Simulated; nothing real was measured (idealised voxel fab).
You're looking at the process module voxel self aligned contacts.
The width of the displayed cross-section, cut, is 185 nm; its cells are square, with a size of 5 nm.
Cross-section, as written here: a square-cell grid given band by band from the top down, where a band holds one or more rows of cells. For a band, the entry starts with two heights in nm, that of the top and then that of the bottom, and carries on with the band's materials in order from left to right, each alongside its width in nm; the word "edge to edge" beside a single material means it fills the band edge to edge, and "blank" means empty space. Beneath 0, the wafer as received is one material, and that level is where height counting begins. The lowest band goes on downward without a bottom; it is written like "0 nm and below". Per-row width for "30..40": begins at first number (top row of band), ends at second number (bottom row), increment between rows held constant. "identical to before", as given for a step, is the statement that not any cell of the cross-section underwent a change during that step. Entry "Unvented internal voids". Content: empty spaces with no open connection to the top, size 8 cells or greater. Each: width x height at distance. Distance: from left edge. Unit: nm. Where a step's line continues beyond its settings, the continuation is a remark by the simulator itself on that step. The line of a step may include "overlay nm". On a step with a mask, this value is how far to the right of its planned place the mask lay. A negative value means the mask lay to the left.

### Steps planned for the process
1: RECEIVE with material Si
2: CONFORMAL_DEP with material SiO2, thk nm 5
3: DIRECTIONAL_DEP with material polySi, thk nm 25
4: DIRECTIONAL_DEP with material SiN, thk nm 20
5: PATTERN with tone cover, mask id GATE, material resist, width nm 25, pitch nm 60, thk nm 20, overlay nm 0
6: DIRECTIONAL_ETCH with etch materials SiN, depth nm 20
7: DIRECTIONAL_ETCH with etch materials polySi, depth nm 25
8: STRIP with etch materials resist
9: CONFORMAL_DEP with material SiN, thk nm 5
10: DIRECTIONAL_ETCH with etch materials SiN, depth nm 5
11: FILL_DEP with material SiO2, thk nm 20
12: CMP with height nm 60
13: PATTERN with tone open, mask id CONTACT, material resist, width nm 45, pitch nm 60, thk nm 15, overlay nm 0
14: DIRECTIONAL_ETCH with etch materials SiO2, depth nm 60
15: STRIP with etch materials resist
16: CONFORMAL_DEP with material TiN, thk nm 5
17: FILL_DEP with material Ru, thk nm 10
18: CMP with height nm 60
19: CONFORMAL_DEP with material SiCN, thk nm 5

### The first of a set of two wafers, run to plan

### Here's what the wafer looked like in cross-section when it arrived - that's after step 1
    0 nm and below  Si edge to edge
    Unvented internal voids: none

### Wafer section view after processing step 2
    5 nm to 0 nm  SiO2 edge to edge
    Under 0: no change, same as before.

### Wafer section view after processing step 3
    30 nm to 5 nm  polySi edge to edge
    Under 5: no change, same as before.

### Wafer section view after processing step 4
    50 nm to 30 nm  SiN edge to edge
    Under 30: no change, same as before.

### Wafer section view after processing step 5
    70 nm to 50 nm  20 nm blank / 25 nm resist / 35 nm blank / 25 nm resist / 35 nm blank / 25 nm resist / 20 nm blank
    Under 50: no change, same as before.

### Wafer section view after processing step 6
    70 nm to 50 nm  20 nm blank / 25 nm resist / 35 nm blank / 25 nm resist / 35 nm blank / 25 nm resist / 20 nm blank
    50 nm to 30 nm  20 nm blank / 25 nm SiN / 35 nm blank / 25 nm SiN / 35 nm blank / 25 nm SiN / 20 nm blank
    Under 30: no change, same as before.

### Wafer section view after processing step 7
    70 nm to 50 nm  20 nm blank / 25 nm resist / 35 nm blank / 25 nm resist / 35 nm blank / 25 nm resist / 20 nm blank
    50 nm to 30 nm  20 nm blank / 25 nm SiN / 35 nm blank / 25 nm SiN / 35 nm blank / 25 nm SiN / 20 nm blank
    30 nm to 5 nm  20 nm blank / 25 nm polySi / 35 nm blank / 25 nm polySi / 35 nm blank / 25 nm polySi / 20 nm blank
    Under 5: no change, same as before.

### Wafer section view after processing step 8
    50 nm to 30 nm  20 nm blank / 25 nm SiN / 35 nm blank / 25 nm SiN / 35 nm blank / 25 nm SiN / 20 nm blank
    Under 30: no change, same as before.

### Wafer section view after processing step 9
    55 nm to 30 nm  15 nm blank / 35 nm SiN / 25 nm blank / 35 nm SiN / 25 nm blank / 35 nm SiN / 15 nm blank
    30 nm to 10 nm  15 nm blank / 5 nm SiN / 25 nm polySi / 5 nm SiN / 25 nm blank / 5 nm SiN / 25 nm polySi / 5 nm SiN / 25 nm blank / 5 nm SiN / 25 nm polySi / 5 nm SiN / 15 nm blank
    10 nm to 5 nm  20 nm SiN / 25 nm polySi / 35 nm SiN / 25 nm polySi / 35 nm SiN / 25 nm polySi / 20 nm SiN
    Under 5: no change, same as before.

### Wafer section view after processing step 10
    50 nm to 30 nm  15 nm blank / 35 nm SiN / 25 nm blank / 35 nm SiN / 25 nm blank / 35 nm SiN / 15 nm blank
    30 nm to 5 nm  15 nm blank / 5 nm SiN / 25 nm polySi / 5 nm SiN / 25 nm blank / 5 nm SiN / 25 nm polySi / 5 nm SiN / 25 nm blank / 5 nm SiN / 25 nm polySi / 5 nm SiN / 15 nm blank
    Under 5: no change, same as before.

### Wafer section view after processing step 11
    70 nm to 50 nm  SiO2 edge to edge
    50 nm to 30 nm  15 nm SiO2 / 35 nm SiN / 25 nm SiO2 / 35 nm SiN / 25 nm SiO2 / 35 nm SiN / 15 nm SiO2
    30 nm to 5 nm  15 nm SiO2 / 5 nm SiN / 25 nm polySi / 5 nm SiN / 25 nm SiO2 / 5 nm SiN / 25 nm polySi / 5 nm SiN / 25 nm SiO2 / 5 nm SiN / 25 nm polySi / 5 nm SiN / 15 nm SiO2
    Under 5: no change, same as before.

### Wafer section view after processing step 12
    60 nm to 50 nm  SiO2 edge to edge
    Under 50: no change, same as before.

### Wafer section view after processing step 13
    75 nm to 60 nm  40 nm resist / 45 nm blank / 15 nm resist / 45 nm blank / 40 nm resist
    Under 60: no change, same as before.

### Wafer section view after processing step 14
    75 nm to 60 nm  40 nm resist / 45 nm blank / 15 nm resist / 45 nm blank / 40 nm resist
    60 nm to 50 nm  40 nm SiO2 / 45 nm blank / 15 nm SiO2 / 45 nm blank / 40 nm SiO2
    50 nm to 30 nm  15 nm SiO2 / 35 nm SiN / 25 nm blank / 35 nm SiN / 25 nm blank / 35 nm SiN / 15 nm SiO2
    30 nm to 5 nm  15 nm SiO2 / 5 nm SiN / 25 nm polySi / 5 nm SiN / 25 nm blank / 5 nm SiN / 25 nm polySi / 5 nm SiN / 25 nm blank / 5 nm SiN / 25 nm polySi / 5 nm SiN / 15 nm SiO2
    5 nm to 0 nm  50 nm SiO2 / 25 nm blank / 35 nm SiO2 / 25 nm blank / 50 nm SiO2
    Under 0: no change, same as before.

### Wafer section view after processing step 15
    60 nm to 50 nm  40 nm SiO2 / 45 nm blank / 15 nm SiO2 / 45 nm blank / 40 nm SiO2
    Under 50: no change, same as before.

### Wafer section view after processing step 16
    65 nm to 60 nm  45 nm TiN / 35 nm blank / 25 nm TiN / 35 nm blank / 45 nm TiN
    60 nm to 50 nm  40 nm SiO2 / 5..15 nm TiN / 35..15 nm blank / 5..15 nm TiN / 15 nm SiO2 / 5..15 nm TiN / 35..15 nm blank / 5..15 nm TiN / 40 nm SiO2
    50 nm to 30 nm  15 nm SiO2 / 35 nm SiN / 5 nm TiN / 15 nm blank / 5 nm TiN / 35 nm SiN / 5 nm TiN / 15 nm blank / 5 nm TiN / 35 nm SiN / 15 nm SiO2
    30 nm to 5 nm  15 nm SiO2 / 5 nm SiN / 25 nm polySi / 5 nm SiN / 5 nm TiN / 15 nm blank / 5 nm TiN / 5 nm SiN / 25 nm polySi / 5 nm SiN / 5 nm TiN / 15 nm blank / 5 nm TiN / 5 nm SiN / 25 nm polySi / 5 nm SiN / 15 nm SiO2
    5 nm to 0 nm  50 nm SiO2 / 25 nm TiN / 35 nm SiO2 / 25 nm TiN / 50 nm SiO2
    Under 0: no change, same as before.

### Wafer section view after processing step 17
    75 nm to 65 nm  Ru edge to edge
    65 nm to 60 nm  45 nm TiN / 35 nm Ru / 25 nm TiN / 35 nm Ru / 45 nm TiN
    60 nm to 50 nm  40 nm SiO2 / 5..15 nm TiN / 35..15 nm Ru / 5..15 nm TiN / 15 nm SiO2 / 5..15 nm TiN / 35..15 nm Ru / 5..15 nm TiN / 40 nm SiO2
    50 nm to 30 nm  15 nm SiO2 / 35 nm SiN / 5 nm TiN / 15 nm Ru / 5 nm TiN / 35 nm SiN / 5 nm TiN / 15 nm Ru / 5 nm TiN / 35 nm SiN / 15 nm SiO2
    30 nm to 5 nm  15 nm SiO2 / 5 nm SiN / 25 nm polySi / 5 nm SiN / 5 nm TiN / 15 nm Ru / 5 nm TiN / 5 nm SiN / 25 nm polySi / 5 nm SiN / 5 nm TiN / 15 nm Ru / 5 nm TiN / 5 nm SiN / 25 nm polySi / 5 nm SiN / 15 nm SiO2
    Under 5: no change, same as before.

### Wafer section view after processing step 18
    60 nm to 50 nm  40 nm SiO2 / 5..15 nm TiN / 35..15 nm Ru / 5..15 nm TiN / 15 nm SiO2 / 5..15 nm TiN / 35..15 nm Ru / 5..15 nm TiN / 40 nm SiO2
    Under 50: no change, same as before.

### Wafer section view after processing step 19
    65 nm to 60 nm  SiCN edge to edge
    Under 60: no change, same as before.

### Notes, second wafer: start = first wafer's, plan = first wafer's, execution had one mistake; history identical to first through step 4

### Second wafer shown in cross-section at the time step 5 was slated to end
    70 nm to 50 nm  20 nm blank / 30 nm resist / 30 nm blank / 30 nm resist / 30 nm blank / 30 nm resist / 15 nm blank
    Under 50: no change, same as before.

### Second wafer shown in cross-section at the time step 6 was slated to end
    70 nm to 50 nm  20 nm blank / 30 nm resist / 30 nm blank / 30 nm resist / 30 nm blank / 30 nm resist / 15 nm blank
    50 nm to 30 nm  20 nm blank / 30 nm SiN / 30 nm blank / 30 nm SiN / 30 nm blank / 30 nm SiN / 15 nm blank
    Under 30: no change, same as before.

### Second wafer shown in cross-section at the time step 7 was slated to end
    70 nm to 50 nm  20 nm blank / 30 nm resist / 30 nm blank / 30 nm resist / 30 nm blank / 30 nm resist / 15 nm blank
    50 nm to 30 nm  20 nm blank / 30 nm SiN / 30 nm blank / 30 nm SiN / 30 nm blank / 30 nm SiN / 15 nm blank
    30 nm to 5 nm  20 nm blank / 30 nm polySi / 30 nm blank / 30 nm polySi / 30 nm blank / 30 nm polySi / 15 nm blank
    Under 5: no change, same as before.

### Second wafer shown in cross-section at the time step 8 was slated to end
    50 nm to 30 nm  20 nm blank / 30 nm SiN / 30 nm blank / 30 nm SiN / 30 nm blank / 30 nm SiN / 15 nm blank
    Under 30: no change, same as before.

### Second wafer shown in cross-section at the time step 9 was slated to end
    55 nm to 30 nm  15 nm blank / 40 nm SiN / 20 nm blank / 40 nm SiN / 20 nm blank / 40 nm SiN / 10 nm blank
    30 nm to 10 nm  15 nm blank / 5 nm SiN / 30 nm polySi / 5 nm SiN / 20 nm blank / 5 nm SiN / 30 nm polySi / 5 nm SiN / 20 nm blank / 5 nm SiN / 30 nm polySi / 5 nm SiN / 10 nm blank
    10 nm to 5 nm  20 nm SiN / 30 nm polySi / 30 nm SiN / 30 nm polySi / 30 nm SiN / 30 nm polySi / 15 nm SiN
    Under 5: no change, same as before.

### Second wafer shown in cross-section at the time step 10 was slated to end
    50 nm to 30 nm  15 nm blank / 40 nm SiN / 20 nm blank / 40 nm SiN / 20 nm blank / 40 nm SiN / 10 nm blank
    30 nm to 5 nm  15 nm blank / 5 nm SiN / 30 nm polySi / 5 nm SiN / 20 nm blank / 5 nm SiN / 30 nm polySi / 5 nm SiN / 20 nm blank / 5 nm SiN / 30 nm polySi / 5 nm SiN / 10 nm blank
    Under 5: no change, same as before.

### Second wafer shown in cross-section at the time step 11 was slated to end
    70 nm to 50 nm  SiO2 edge to edge
    50 nm to 30 nm  15 nm SiO2 / 40 nm SiN / 20 nm SiO2 / 40 nm SiN / 20 nm SiO2 / 40 nm SiN / 10 nm SiO2
    30 nm to 5 nm  15 nm SiO2 / 5 nm SiN / 30 nm polySi / 5 nm SiN / 20 nm SiO2 / 5 nm SiN / 30 nm polySi / 5 nm SiN / 20 nm SiO2 / 5 nm SiN / 30 nm polySi / 5 nm SiN / 10 nm SiO2
    Under 5: no change, same as before.

### Second wafer shown in cross-section at the time step 12 was slated to end
    60 nm to 50 nm  SiO2 edge to edge
    Under 50: no change, same as before.

### Second wafer shown in cross-section at the time step 13 was slated to end
    75 nm to 60 nm  40 nm resist / 45 nm blank / 15 nm resist / 45 nm blank / 40 nm resist
    Under 60: no change, same as before.

### Second wafer shown in cross-section at the time step 14 was slated to end
    75 nm to 60 nm  40 nm resist / 45 nm blank / 15 nm resist / 45 nm blank / 40 nm resist
    60 nm to 50 nm  40 nm SiO2 / 45 nm blank / 15 nm SiO2 / 45 nm blank / 40 nm SiO2
    50 nm to 30 nm  15 nm SiO2 / 40 nm SiN / 20 nm blank / 40 nm SiN / 20 nm blank / 40 nm SiN / 10 nm SiO2
    30 nm to 5 nm  15 nm SiO2 / 5 nm SiN / 30 nm polySi / 5 nm SiN / 20 nm blank / 5 nm SiN / 30 nm polySi / 5 nm SiN / 20 nm blank / 5 nm SiN / 30 nm polySi / 5 nm SiN / 10 nm SiO2
    5 nm to 0 nm  55 nm SiO2 / 20 nm blank / 40 nm SiO2 / 20 nm blank / 50 nm SiO2
    Under 0: no change, same as before.

### Second wafer shown in cross-section at the time step 15 was slated to end
    60 nm to 50 nm  40 nm SiO2 / 45 nm blank / 15 nm SiO2 / 45 nm blank / 40 nm SiO2
    Under 50: no change, same as before.

### Second wafer shown in cross-section at the time step 16 was slated to end
    65 nm to 60 nm  45 nm TiN / 35 nm blank / 25 nm TiN / 35 nm blank / 45 nm TiN
    60 nm to 50 nm  40 nm SiO2 / 5..20 nm TiN / 35..10 nm blank / 5..15 nm TiN / 15 nm SiO2 / 5..20 nm TiN / 35..10 nm blank / 5..15 nm TiN / 40 nm SiO2
    50 nm to 30 nm  15 nm SiO2 / 40 nm SiN / 5 nm TiN / 10 nm blank / 5 nm TiN / 40 nm SiN / 5 nm TiN / 10 nm blank / 5 nm TiN / 40 nm SiN / 10 nm SiO2
    30 nm to 5 nm  15 nm SiO2 / 5 nm SiN / 30 nm polySi / 5 nm SiN / 5 nm TiN / 10 nm blank / 5 nm TiN / 5 nm SiN / 30 nm polySi / 5 nm SiN / 5 nm TiN / 10 nm blank / 5 nm TiN / 5 nm SiN / 30 nm polySi / 5 nm SiN / 10 nm SiO2
    5 nm to 0 nm  55 nm SiO2 / 20 nm TiN / 40 nm SiO2 / 20 nm TiN / 50 nm SiO2
    Under 0: no change, same as before.

### Second wafer shown in cross-section at the time step 17 was slated to end
    75 nm to 65 nm  Ru edge to edge
    65 nm to 60 nm  45 nm TiN / 35 nm Ru / 25 nm TiN / 35 nm Ru / 45 nm TiN
    60 nm to 50 nm  40 nm SiO2 / 5..20 nm TiN / 35..10 nm Ru / 5..15 nm TiN / 15 nm SiO2 / 5..20 nm TiN / 35..10 nm Ru / 5..15 nm TiN / 40 nm SiO2
    50 nm to 30 nm  15 nm SiO2 / 40 nm SiN / 5 nm TiN / 10 nm Ru / 5 nm TiN / 40 nm SiN / 5 nm TiN / 10 nm Ru / 5 nm TiN / 40 nm SiN / 10 nm SiO2
    30 nm to 5 nm  15 nm SiO2 / 5 nm SiN / 30 nm polySi / 5 nm SiN / 5 nm TiN / 10 nm Ru / 5 nm TiN / 5 nm SiN / 30 nm polySi / 5 nm SiN / 5 nm TiN / 10 nm Ru / 5 nm TiN / 5 nm SiN / 30 nm polySi / 5 nm SiN / 10 nm SiO2
    Under 5: no change, same as before.

### Second wafer shown in cross-section at the time step 18 was slated to end
    60 nm to 50 nm  40 nm SiO2 / 5..20 nm TiN / 35..10 nm Ru / 5..15 nm TiN / 15 nm SiO2 / 5..20 nm TiN / 35..10 nm Ru / 5..15 nm TiN / 40 nm SiO2
    Under 50: no change, same as before.

### Second wafer shown in cross-section at the time step 19 was slated to end
    65 nm to 60 nm  SiCN edge to edge
    Under 60: no change, same as before.
Heads up, the wafer didn't run the way we planned it: step 5 was not run as planned; what actually ran was PATTERN with tone cover, mask id GATE, material resist, width nm 30, pitch nm 60, thk nm 20, overlay nm 0
End check, counted in cells, second wafer has more or fewer of these materials than the first: 20 fewer of Ru, 12 more of SiN, 7 fewer of SiO2, 15 more of polySi
